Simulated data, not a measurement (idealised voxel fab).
Process module, titled voxel ribs on slabs
Cross-sectional view cut (width: 230 nm; square cell size: 5 nm).
In what follows, cross-sections appear as grids of square cells, described through bands that run from the top down, where every band is one or more rows of cells. The entry gives the band's vertical extent as a top height and a bottom height in nm, then its horizontal make-up as materials from left to right, each with a width in nm. "empty" stands for empty space; a single material marked "throughout" fills the band edge to edge. The level at which height equals 0 is the one under which the wafer, as it arrives, is entirely one material. No lower edge exists for the bottom band, which continues downward and is notated as in "0 down". Graded width ("30 to 40"): value in top row of band = first number; value in bottom row = second number; row-to-row change constant. What does "nothing got changed" mean for a step? It means no cell of the cross-section changed in that step. "Enclosed void list" lists enclosed empty spaces (at least 8 cells, no open path upward to the top), each as width x height at distance from the left edge, in nm. Note: text after step settings on the step line = simulator remark on that step. Steps that use a mask can have "overlay nm" on their line. It says how far the mask sat to the right of where it was meant to be. Negative means to the left.
PLANNED PROCESS STEPS
1,RECEIVE (material Si)
2,DIRECTIONAL_DEP (material SiO2; thk nm 20)
3,DIRECTIONAL_DEP (material polySi; thk nm 20)
4,DIRECTIONAL_DEP (material aC; thk nm 10)
5,PATTERN (tone cover; mask id RIB; material resist; width nm 25; thk nm 30; overlay nm 0)
6,DIRECTIONAL_ETCH (etch materials aC; depth nm 10)
7,STRIP (etch materials resist)
8,DIRECTIONAL_ETCH (etch materials polySi; depth nm 5)
9,STRIP (etch materials aC)
10,MASKED_ETCH (tone cover; mask id SLAB; width nm 65; etch materials polySi; depth nm 15; overlay nm 0)
11,FILL_DEP (material SiO2; thk nm 20)
12,CMP (height nm 55)
13,DIRECTIONAL_DEP (material W; thk nm 5)
14,PATTERN (tone cover; mask id HEATER; material resist; width nm 35; thk nm 20; overlay nm 0)
15,DIRECTIONAL_ETCH (etch materials W; depth nm 5)
16,STRIP (etch materials resist)
17,CONFORMAL_DEP (material SiO2; thk nm 5)
INCOMING WAFER, CROSS-SECTIONAL VIEW, POST STEP 1
> 0 down | Si throughout
> Enclosed void list: none
CROSS-SECTION AT MODULE END, ONE RUN ERROR; START AND PLAN UNCHANGED FROM ABOVE
> 65 to 60 | empty: 90; SiO2: 45; empty: 95
> 60 to 55 | SiO2: 95; W: 35; SiO2: 100
> 55 to 40 | SiO2 throughout
> 40 to 35 | SiO2: 90; polySi: 25; SiO2: 115
> 35 to 20 | SiO2: 80; polySi: 65; SiO2: 85
> 20 to 0 | SiO2 throughout
> 0 down | Si throughout
> Enclosed void list: none
Deviation from plan: step 5 deviated from plan and actually ran as PATTERN (tone cover; mask id RIB; material resist; width nm 25; thk nm 30; overlay nm -10)
